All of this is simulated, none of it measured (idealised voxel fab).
process module | voxel gate over fins
cross-section cut | 235 nm wide | cells 5 nm
A cross-section is a grid of square cells, given in bands from the top down. A band is one or more rows of cells.
Each band's line starts with the height of the band's top and of its bottom, in nm. Then come its materials from left to right, each with its width in nm. One material with "throughout" fills the band from edge to edge. "air" is empty space.
Height 0 is the level under which the wafer as received is all one material. The lowest band goes on downwards, as in "0 down".
A width such as "30 to 40" changes by the same amount from each row of cells to the next, from the band's top row to its bottom row.
"no change" after a step means that no cell of the cross-section changed.
closed voids: empty space of 8 cells or more with no open way to the top, each as width x height at its distance from the left edge, in nm
after a step's settings: what the simulator itself notes on the step
overlay nm, on a step with a mask: how far to the right of its planned place the mask lay; to the left if negative
plan
1 op RECEIVE | material Si
2 op CONFORMAL_DEP | material SiN | thk nm 5
3 op PATTERN | tone cover | mask id FINS | material resist | width nm 15 | pitch nm 50 | thk nm 20 | overlay nm 0
4 op DIRECTIONAL_ETCH | etch materials SiN | depth nm 5
5 op DIRECTIONAL_ETCH | etch materials Si | depth nm 30
6 op STRIP | etch materials resist
7 op FILL_DEP | material SiO2 | thk nm 5
8 op CMP | height nm 5
9 op PATTERN | tone open | mask id RAIL | material resist | width nm 15 | thk nm 20 | overlay nm -15
10 op DIRECTIONAL_ETCH | etch materials SiO2 | depth nm 30
11 op STRIP | etch materials resist
12 op CONFORMAL_DEP | material TiN | thk nm 5
13 op FILL_DEP | material Ru | thk nm 5
14 op CMP | height nm 5
15 op SELECTIVE_ETCH | etch materials W Ru TiN | depth nm 20
16 op FILL_DEP | material SiO2 | thk nm 5
17 op CMP | height nm 5
18 op SELECTIVE_ETCH | etch materials SiO2 | depth nm 15
19 op STRIP | etch materials SiN
20 op CONFORMAL_DEP | material HfO2 | thk nm 5
21 op CONFORMAL_DEP | material TiN | thk nm 5
22 op CONFORMAL_DEP | material TiAl | thk nm 5
23 op CONFORMAL_DEP | material TiN | thk nm 5
24 op FILL_DEP | material W | thk nm 15
25 op CMP | height nm 30
26 op CONFORMAL_DEP | material SiN | thk nm 10
varied across the wafers: overlay nm of step 9. The plan shows the first wafer's value. All wafers start alike
first wafer as received, after step 1
  0 down: Si throughout
  closed voids: none
first wafer at the end, after step 26
  40 to 30: SiN throughout
  30 to 20: W throughout
  20 to 15: W 65 | TiN 105 | W 65
  15 to 10: W 65 | TiN 5 | TiAl 45 | TiN 5 | TiAl 45 | TiN 5 | W 65
  10 to 5: TiN 70 | TiAl 5 | TiN 35 | TiAl 5 | TiN 5 | TiAl 5 | TiN 35 | TiAl 5 | TiN 70
  5 to 0: TiAl 75 | TiN 5 | HfO2 25 | TiN 5 | TiAl 15 | TiN 5 | HfO2 25 | TiN 5 | TiAl 75
  0 to -5: TiN 80 | HfO2 5 | Si 15 | HfO2 5 | TiN 25 | HfO2 5 | Si 15 | HfO2 5 | TiN 80
  -5 to -10: HfO2 85 | Si 15 | HfO2 35 | Si 15 | HfO2 85
  -10 to -15: SiO2 85 | Si 15 | SiO2 35 | Si 15 | SiO2 85
  -15 to -25: SiO2 85 | Si 15 | TiN 10 | SiO2 25 | Si 15 | SiO2 85
  -25 to -30: SiO2 85 | Si 15 | SiO2 35 | Si 15 | SiO2 85
  -30 down: Si throughout
  closed voids: none
last wafer at the end
  40 to 30: SiN throughout
  30 to 20: W throughout
  20 to 15: W 65 | TiN 105 | W 65
  15 to 10: W 65 | TiN 5 | TiAl 45 | TiN 5 | TiAl 45 | TiN 5 | W 65
  10 to 5: TiN 70 | TiAl 5 | TiN 35 | TiAl 5 | TiN 5 | TiAl 5 | TiN 35 | TiAl 5 | TiN 70
  5 to 0: TiAl 75 | TiN 5 | HfO2 25 | TiN 5 | TiAl 15 | TiN 5 | HfO2 25 | TiN 5 | TiAl 75
  0 to -5: TiN 80 | HfO2 5 | Si 15 | HfO2 5 | TiN 25 | HfO2 5 | Si 15 | HfO2 5 | TiN 80
  -5 to -10: HfO2 85 | Si 15 | HfO2 35 | Si 15 | HfO2 85
  -10 to -15: SiO2 85 | Si 15 | SiO2 35 | Si 15 | SiO2 85
  -15 to -25: SiO2 85 | Si 15 | SiO2 25 | TiN 10 | Si 15 | SiO2 85
  -25 to -30: SiO2 85 | Si 15 | SiO2 35 | Si 15 | SiO2 85
  -30 down: Si throughout
  closed voids: none
each wafer at the end: cells of each material gained (+) or lost (-) since it was received, then its closed voids
overlay nm -15 | +55 HfO2 | -246 Si | +94 SiN | +160 SiO2 | +55 TiAl | +112 TiN | +146 W | closed voids: none
overlay nm -10 | +55 HfO2 | +1 Ru | -246 Si | +94 SiN | +158 SiO2 | +55 TiAl | +113 TiN | +146 W | closed voids: none
overlay nm -5 | +55 HfO2 | +1 Ru | -246 Si | +94 SiN | +158 SiO2 | +55 TiAl | +113 TiN | +146 W | closed voids: none
overlay nm 0 | +55 HfO2 | +1 Ru | -246 Si | +94 SiN | +158 SiO2 | +55 TiAl | +113 TiN | +146 W | closed voids: none
overlay nm 5 | +55 HfO2 | +1 Ru | -246 Si | +94 SiN | +158 SiO2 | +55 TiAl | +113 TiN | +146 W | closed voids: none
overlay nm 10 | +55 HfO2 | +1 Ru | -246 Si | +94 SiN | +158 SiO2 | +55 TiAl | +113 TiN | +146 W | closed voids: none
overlay nm 15 | +55 HfO2 | -246 Si | +94 SiN | +160 SiO2 | +55 TiAl | +112 TiN | +146 W | closed voids: none
